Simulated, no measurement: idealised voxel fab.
Process module name: voxel released beams
Xsec cut, 270 nm wide, square cell size 5 nm.
Each cross-section below is a grid of square cells, stated as bands in top-down order, with one or more rows of cells making up each band.
First you get the band's top height and its bottom height, in nm, and then the materials it's made of, left to right, with each width in nm. If you see a single material with "edge to edge", that one covers the band edge to edge. "empty" is empty space.
Counting heights begins at 0, where everything beneath is, in the wafer as received, one material. The lowest band has no bottom; it goes on downwards, as "0 nm and below" shows.
The two numbers in a width such as "30->40" mark its ends across the band: the first belongs to the top row of cells, the second to the bottom row, and from each row to the next the width moves by the same amount.
What does "remained unchanged" mean for a step? It means no cell of the cross-section changed in that step.
The entry titled "Sealed-off cavities" provides the empty spaces that have no open way to the top, restricted to those of 8 cells or more. Each is presented as width x height at distance, the distance being measured from the left edge, with all three in nm.
It should be noted that, on the line of a given step, the content following the step's settings is a remark produced by the simulator itself with respect to that step.
overlay nm: mask right of planned place by this much (step with mask). Neg. = left.

PLANNED STEP LIST FOR THE PROCESS
1 RECEIVE (material Si)
2 CONFORMAL_DEP (material SiN; thk nm 10)
3 DIRECTIONAL_DEP (material SiO2; thk nm 20)
4 MASKED_ETCH (tone open; mask id ANCHOR; width nm 30; etch materials SiO2; depth nm 20; overlay nm -15)
5 CONFORMAL_DEP (material polySi; thk nm 10)
6 DIRECTIONAL_DEP (material aC; thk nm 10)
7 PATTERN (tone cover; mask id BEAM; material resist; width nm 90; thk nm 25; overlay nm 0)
8 DIRECTIONAL_ETCH (etch materials aC; depth nm 10)
9 STRIP (etch materials resist)
10 DIRECTIONAL_ETCH (etch materials polySi; depth nm 10)
11 STRIP (etch materials aC)
12 STRIP (etch materials SiO2)
Heads up: all these wafers start the same, and what changes between them is the overlay nm in step 4. The value you see in the plan is just what the first wafer got.

AS RECEIVED, I.E. AFTER STEP 1: CROSS-SECTION THROUGH THE FIRST OF SEVERAL WAFERS
0 nm and below = Si edge to edge
Sealed-off cavities: none

PER-WAFER ROWS BELOW. FOR EACH MATERIAL: CELLS GAINED (+) OR LOST (-) SINCE THE WAFER WAS RECEIVED, AS OF END OF MODULE. THEN: CLOSED VOIDS
overlay nm -15, +108 SiN, +52 polySi, Sealed-off cavities: none
overlay nm -10, +108 SiN, +52 polySi, Sealed-off cavities: none
overlay nm -5, +108 SiN, +52 polySi, Sealed-off cavities: none
overlay nm 0, +108 SiN, +52 polySi, Sealed-off cavities: none
overlay nm 5, +108 SiN, +52 polySi, Sealed-off cavities: none
overlay nm 10, +108 SiN, +52 polySi, Sealed-off cavities: none
overlay nm 15, +108 SiN, +52 polySi, Sealed-off cavities: none
